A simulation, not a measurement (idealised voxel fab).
process module | voxel transistor to metal
cross-section cut | 160 nm wide | cells 5 nm
A cross-section is a grid of square cells, given in bands from the top down. A band is one or more rows of cells.
Each band's line starts with the height of the band's top and of its bottom, in nm. Then come its materials from left to right, each with its width in nm. One material with "throughout" fills the band from edge to edge. "air" is empty space.
Height 0 is the level under which the wafer as received is all one material. The lowest band goes on downwards, as in "0 down".
A width such as "30 to 40" changes by the same amount from each row of cells to the next, from the band's top row to its bottom row.
"no change" after a step means that no cell of the cross-section changed.
closed voids: empty space of 8 cells or more with no open way to the top, each as width x height at its distance from the left edge, in nm
after a step's settings: what the simulator itself notes on the step
overlay nm, on a step with a mask: how far to the right of its planned place the mask lay; to the left if negative
plan
1 op RECEIVE | material Si
2 op CONFORMAL_DEP | material SiO2 | thk nm 5
3 op CONFORMAL_DEP | material SiN | thk nm 10
4 op PATTERN | tone cover | mask id ACTIVE | material resist | width nm 125 | thk nm 20 | overlay nm 0
5 op DIRECTIONAL_ETCH | etch materials SiN | depth nm 10
6 op DIRECTIONAL_ETCH | etch materials SiO2 | depth nm 5
7 op DIRECTIONAL_ETCH | etch materials Si | depth nm 35
8 op STRIP | etch materials resist
9 op FILL_DEP | material SiO2 | thk nm 15
10 op CMP | height nm 15
11 op SELECTIVE_ETCH | etch materials SiO2 | depth nm 5
12 op STRIP | etch materials SiN
13 op SELECTIVE_ETCH | etch materials SiO2 | depth nm 5
14 op OXIDIZE | depth nm 5
15 op DIRECTIONAL_DEP | material polySi | thk nm 20
16 op DIRECTIONAL_DEP | material SiCN | thk nm 10
17 op PATTERN | tone cover | mask id GATE | material resist | width nm 35 | thk nm 15 | overlay nm 0
18 op DIRECTIONAL_ETCH | etch materials SiCN | depth nm 20
19 op DIRECTIONAL_ETCH | etch materials polySi | depth nm 30
20 op STRIP | etch materials resist
21 op CONFORMAL_DEP | material SiO2 | thk nm 5
22 op DIRECTIONAL_ETCH | etch materials SiO2 | depth nm 5
23 op CONFORMAL_DEP | material SiN | thk nm 5
24 op DIRECTIONAL_ETCH | etch materials SiN | depth nm 5
25 op DIRECTIONAL_ETCH | etch materials SiO2 | depth nm 5
26 op DIRECTIONAL_ETCH | etch materials Si | depth nm 5
27 op EPI | material SiGe | thk nm 5
28 op FILL_DEP | material SiO2 | thk nm 5
29 op CMP | height nm 20
30 op STRIP | etch materials polySi
31 op SELECTIVE_ETCH | etch materials SiO2 | depth nm 5
32 op CONFORMAL_DEP | material HfO2 | thk nm 5
33 op CONFORMAL_DEP | material TiN | thk nm 5
34 op FILL_DEP | material W | thk nm 5
35 op CMP | height nm 15
36 op DIRECTIONAL_DEP | material SiO2 | thk nm 15
37 op MASKED_ETCH | tone open | mask id CONTACT | width nm 20 | pitch nm 85 | etch materials SiO2 | depth nm 35 | overlay nm 0
38 op CONFORMAL_DEP | material TiN | thk nm 5
39 op FILL_DEP | material Ru | thk nm 5
40 op CMP | height nm 30
41 op CONFORMAL_DEP | material SiN | thk nm 5
42 op DIRECTIONAL_DEP | material lowk | thk nm 20
43 op PATTERN | tone open | mask id METAL_1 | material resist | width nm 20 | pitch nm 85 | thk nm 20 | overlay nm 0
44 op DIRECTIONAL_ETCH | etch materials lowk | depth nm 20
45 op DIRECTIONAL_ETCH | etch materials SiN | depth nm 5
46 op STRIP | etch materials resist
47 op CONFORMAL_DEP | material TiN | thk nm 5
48 op FILL_DEP | material Ru | thk nm 5
49 op CMP | height nm 55
50 op CONFORMAL_DEP | material SiCN | thk nm 5
51 op DIRECTIONAL_DEP | material SiO2 | thk nm 30
52 op PATTERN | tone open | mask id METAL_2_HOLES | material resist | width nm 15 | pitch nm 85 | thk nm 20 | overlay nm 0
53 op DIRECTIONAL_ETCH | etch materials SiO2 | depth nm 30
54 op STRIP | etch materials resist
55 op PATTERN | tone open | mask id METAL_2 | material resist | width nm 20 | pitch nm 85 | thk nm 15 | overlay nm 0
56 op DIRECTIONAL_ETCH | etch materials SiO2 | depth nm 15
57 op DIRECTIONAL_ETCH | etch materials SiCN | depth nm 5
58 op STRIP | etch materials resist
59 op CONFORMAL_DEP | material TiN | thk nm 5
60 op FILL_DEP | material Cu | thk nm 10
61 op CMP | height nm 90
62 op CONFORMAL_DEP | material SiN | thk nm 5
as received, after step 1
  0 down: Si throughout
  closed voids: none
a wafer at the end: this start, this plan, one mistake
  95 to 90: SiN throughout
  90 to 80: SiO2 25 | TiN 5 | Cu 5 | TiN 5 | SiO2 70 | TiN 5 | Cu 5 | TiN 5 | SiO2 35
  80 to 75: SiO2 25 | TiN 15 | SiO2 70 | TiN 15 | SiO2 35
  75 to 60: SiO2 throughout
  60 to 55: SiCN throughout
  55 to 35: lowk 25 | TiN 5 | Ru 10 | TiN 5 | lowk 65 | TiN 5 | Ru 10 | TiN 5 | lowk 30
  35 to 30: SiN 25 | TiN 20 | SiN 65 | TiN 20 | SiN 30
  30 to 15: SiO2 25 | TiN 5 | Ru 10 | TiN 5 | SiO2 65 | TiN 5 | Ru 10 | TiN 5 | SiO2 30
  15 to 5: SiO2 25 | TiN 5 | Ru 10 | TiN 5 | SiO2 5 | SiN 5 | HfO2 5 | TiN 5 | W 25 | TiN 5 | HfO2 5 | SiN 5 | SiO2 5 | TiN 5 | Ru 10 | TiN 5 | SiO2 30
  5 to 0: SiO2 15 | SiN 5 | SiO2 5 | TiN 5 | Ru 10 | TiN 5 | SiO2 5 | SiN 5 | HfO2 5 | TiN 35 | HfO2 5 | SiN 5 | SiO2 5 | TiN 5 | Ru 10 | TiN 5 | SiO2 5 | SiN 5 | SiO2 20
  0 to -5: SiO2 20 | SiGe 5 | TiN 20 | SiGe 5 | SiO2 5 | HfO2 45 | SiO2 5 | SiGe 5 | TiN 20 | SiGe 5 | SiO2 25
  -5 to -10: SiO2 15 | Si 5 | SiGe 30 | Si 55 | SiGe 30 | Si 5 | SiO2 20
  -10 to -35: SiO2 15 | Si 125 | SiO2 20
  -35 down: Si throughout
  closed voids: none
what went wrong: step 51 was run twice
